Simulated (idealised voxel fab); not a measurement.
process module | voxel transistor to metal
cross-section cut | 275 nm wide | cells 5 nm
A cross-section is a grid of square cells, given in bands from the top down. A band is one or more rows of cells.
Each band's line starts with the height of the band's top and of its bottom, in nm. Then come its materials from left to right, each with its width in nm. One material with "throughout" fills the band from edge to edge. "air" is empty space.
Height 0 is the level under which the wafer as received is all one material. The lowest band goes on downwards, as in "0 down".
A width such as "30 to 40" changes by the same amount from each row of cells to the next, from the band's top row to its bottom row.
"no change" after a step means that no cell of the cross-section changed.
closed voids: empty space of 8 cells or more with no open way to the top, each as width x height at its distance from the left edge, in nm
after a step's settings: what the simulator itself notes on the step
overlay nm, on a step with a mask: how far to the right of its planned place the mask lay; to the left if negative
plan
1 op RECEIVE | material Si
2 op CONFORMAL_DEP | material SiO2 | thk nm 5
3 op CONFORMAL_DEP | material SiN | thk nm 10
4 op PATTERN | tone cover | mask id ACTIVE | material resist | width nm 105 | pitch nm 125 | thk nm 20 | overlay nm 0
5 op DIRECTIONAL_ETCH | etch materials SiN | depth nm 10
6 op DIRECTIONAL_ETCH | etch materials SiO2 | depth nm 5
7 op DIRECTIONAL_ETCH | etch materials Si | depth nm 30
8 op STRIP | etch materials resist
9 op FILL_DEP | material SiO2 | thk nm 15
10 op CMP | height nm 15
11 op SELECTIVE_ETCH | etch materials SiO2 | depth nm 5
12 op STRIP | etch materials SiN
13 op SELECTIVE_ETCH | etch materials SiO2 | depth nm 5
14 op OXIDIZE | depth nm 5
15 op DIRECTIONAL_DEP | material polySi | thk nm 20
16 op DIRECTIONAL_DEP | material SiCN | thk nm 10
17 op PATTERN | tone cover | mask id GATE | material resist | width nm 25 | pitch nm 125 | thk nm 20 | overlay nm 0
18 op DIRECTIONAL_ETCH | etch materials SiCN | depth nm 20
19 op DIRECTIONAL_ETCH | etch materials polySi | depth nm 30
20 op STRIP | etch materials resist
21 op CONFORMAL_DEP | material SiN | thk nm 10
22 op DIRECTIONAL_ETCH | etch materials SiN | depth nm 10
23 op DIRECTIONAL_ETCH | etch materials SiO2 | depth nm 5
24 op DIRECTIONAL_ETCH | etch materials Si | depth nm 10
25 op EPI | material SiGe | thk nm 15
26 op FILL_DEP | material SiO2 | thk nm 5
27 op CMP | height nm 30
28 op DIRECTIONAL_DEP | material SiO2 | thk nm 15
29 op DIRECTIONAL_DEP | material aC | thk nm 10
30 op PATTERN | tone open | mask id CONTACT | material resist | width nm 30 | thk nm 25 | overlay nm 0
31 op DIRECTIONAL_ETCH | etch materials aC | depth nm 10
32 op STRIP | etch materials resist
33 op DIRECTIONAL_ETCH | etch materials SiO2 | depth nm 35
34 op STRIP | etch materials aC
35 op CONFORMAL_DEP | material TiN | thk nm 5
36 op FILL_DEP | material W | thk nm 5
37 op CMP | height nm 45
38 op CONFORMAL_DEP | material SiCN | thk nm 5
39 op DIRECTIONAL_DEP | material lowk | thk nm 15
40 op MASKED_ETCH | tone open | mask id METAL_1 | width nm 20 | etch materials lowk | depth nm 15 | overlay nm 0
41 op MASKED_ETCH | tone open | mask id METAL_1 | width nm 20 | etch materials SiCN | depth nm 5 | overlay nm 0
42 op CONFORMAL_DEP | material TiN | thk nm 5
43 op FILL_DEP | material Ru | thk nm 5
44 op CMP | height nm 65
45 op CONFORMAL_DEP | material SiN | thk nm 5
as received, after step 1
  0 down: Si throughout
  closed voids: none
first wafer at the end, as planned
  70 to 65: SiN throughout
  65 to 50: lowk 25 | TiN 5 | Ru 10 | TiN 5 | lowk 55 | TiN 5 | Ru 10 | TiN 5 | lowk 30 | TiN 5 | Ru 10 | TiN 5 | lowk 55 | TiN 5 | Ru 10 | TiN 5 | lowk 30
  50 to 45: SiCN 25 | TiN 20 | SiCN 55 | TiN 20 | SiCN 30 | TiN 20 | SiCN 55 | TiN 20 | SiCN 30
  45 to 35: SiO2 25 | TiN 5 | W 20 | TiN 5 | SiO2 35 | TiN 5 | W 20 | TiN 5 | SiO2 30 | TiN 5 | W 20 | TiN 5 | SiO2 35 | TiN 5 | W 20 | TiN 5 | SiO2 30
  35 to 30: SiO2 25 | TiN 5 | W 15 | TiN 10 | SiO2 35 | TiN 10 | W 15 | TiN 5 | SiO2 30 | TiN 5 | W 15 | TiN 10 | SiO2 35 | TiN 10 | W 15 | TiN 5 | SiO2 30
  30 to 20: SiO2 25 | TiN 5 | W 15 | TiN 5 | SiN 10 | SiCN 25 | SiN 10 | TiN 5 | W 15 | TiN 5 | SiO2 30 | TiN 5 | W 15 | TiN 5 | SiN 10 | SiCN 25 | SiN 10 | TiN 5 | W 15 | TiN 5 | SiO2 30
  20 to 15: SiO2 25 | TiN 5 | W 15 | TiN 5 | SiN 10 | polySi 25 | SiN 10 | TiN 5 | W 15 | TiN 5 | SiO2 30 | TiN 5 | W 15 | TiN 5 | SiN 10 | polySi 25 | SiN 10 | TiN 5 | W 15 | TiN 5 | SiO2 30
  15 to 10: SiO2 25 | TiN 25 | SiN 10 | polySi 25 | SiN 10 | TiN 25 | SiO2 30 | TiN 25 | SiN 10 | polySi 25 | SiN 10 | TiN 25 | SiO2 30
  10 to 5: SiO2 20 | SiGe 30 | SiN 10 | polySi 25 | SiN 10 | SiGe 30 | SiO2 20 | SiGe 30 | SiN 10 | polySi 25 | SiN 10 | SiGe 30 | SiO2 25
  5 to 0: SiO2 15 | SiN 10 | SiGe 25 | SiN 10 | polySi 25 | SiN 10 | SiGe 25 | SiN 10 | SiO2 10 | SiN 10 | SiGe 25 | SiN 10 | polySi 25 | SiN 10 | SiGe 25 | SiN 10 | SiO2 20
  0 to -5: SiO2 25 | SiGe 25 | SiO2 45 | SiGe 25 | SiO2 30 | SiGe 25 | SiO2 45 | SiGe 25 | SiO2 30
  -5 to -15: SiO2 20 | Si 5 | SiGe 25 | Si 45 | SiGe 25 | Si 5 | SiO2 20 | Si 5 | SiGe 25 | Si 45 | SiGe 25 | Si 5 | SiO2 25
  -15 to -30: SiO2 20 | Si 105 | SiO2 20 | Si 105 | SiO2 25
  -30 down: Si throughout
  closed voids: none
second wafer at the end: like start, like plan, one mistake
  70 to 65: SiN throughout
  65 to 50: lowk 25 | TiN 5 | Ru 10 | TiN 5 | lowk 55 | TiN 5 | Ru 10 | TiN 5 | lowk 30 | TiN 5 | Ru 10 | TiN 5 | lowk 55 | TiN 5 | Ru 10 | TiN 5 | lowk 30
  50 to 45: SiCN 25 | TiN 20 | SiCN 55 | TiN 20 | SiCN 30 | TiN 20 | SiCN 55 | TiN 20 | SiCN 30
  45 to 35: SiO2 25 | TiN 5 | W 20 | TiN 5 | SiO2 35 | TiN 5 | W 20 | TiN 5 | SiO2 30 | TiN 5 | W 20 | TiN 5 | SiO2 35 | TiN 5 | W 20 | TiN 5 | SiO2 30
  35 to 30: SiO2 25 | TiN 5 | W 15 | TiN 10 | SiO2 35 | TiN 10 | W 15 | TiN 5 | SiO2 30 | TiN 5 | W 15 | TiN 10 | SiO2 35 | TiN 10 | W 15 | TiN 5 | SiO2 30
  30 to 25: SiO2 25 | TiN 5 | W 15 | TiN 5 | SiN 10 | SiCN 25 | SiN 10 | TiN 5 | W 15 | TiN 5 | SiO2 30 | TiN 5 | W 15 | TiN 5 | SiN 10 | SiCN 25 | SiN 10 | TiN 5 | W 15 | TiN 5 | SiO2 30
  25 to 15: SiO2 25 | TiN 5 | W 15 | TiN 5 | SiN 10 | polySi 25 | SiN 10 | TiN 5 | W 15 | TiN 5 | SiO2 30 | TiN 5 | W 15 | TiN 5 | SiN 10 | polySi 25 | SiN 10 | TiN 5 | W 15 | TiN 5 | SiO2 30
  15 to 10: SiO2 25 | TiN 25 | SiN 10 | polySi 25 | SiN 10 | TiN 25 | SiO2 30 | TiN 25 | SiN 10 | polySi 25 | SiN 10 | TiN 25 | SiO2 30
  10 to 5: SiGe 20 | SiO2 30 | SiN 10 | polySi 25 | SiN 10 | SiO2 30 | SiGe 20 | SiO2 30 | SiN 10 | polySi 25 | SiN 10 | SiO2 30 | SiGe 20 | SiO2 5
  5 to 0: SiGe 15 | SiN 10 | SiO2 95 | SiN 10 | SiGe 10 | SiN 10 | SiO2 95 | SiN 10 | SiGe 15 | SiO2 5
  0 to -5: SiGe 15 | SiO2 115 | SiGe 10 | SiO2 115 | SiGe 20
  -5 to -15: SiGe 15 | Si 5 | SiO2 105 | Si 5 | SiGe 10 | Si 5 | SiO2 105 | Si 5 | SiGe 20
  -15 to -30: Si 20 | SiO2 105 | Si 20 | SiO2 105 | Si 25
  -30 down: Si throughout
  closed voids: none
what went wrong: step 4 ran as: op PATTERN | tone open | mask id ACTIVE | material resist | width nm 105 | pitch nm 125 | thk nm 20 | overlay nm 0
at the end the second wafer has, in cells: 123 fewer of Si | 10 fewer of SiCN | 57 fewer of SiGe | 8 fewer of SiN | 198 more of SiO2
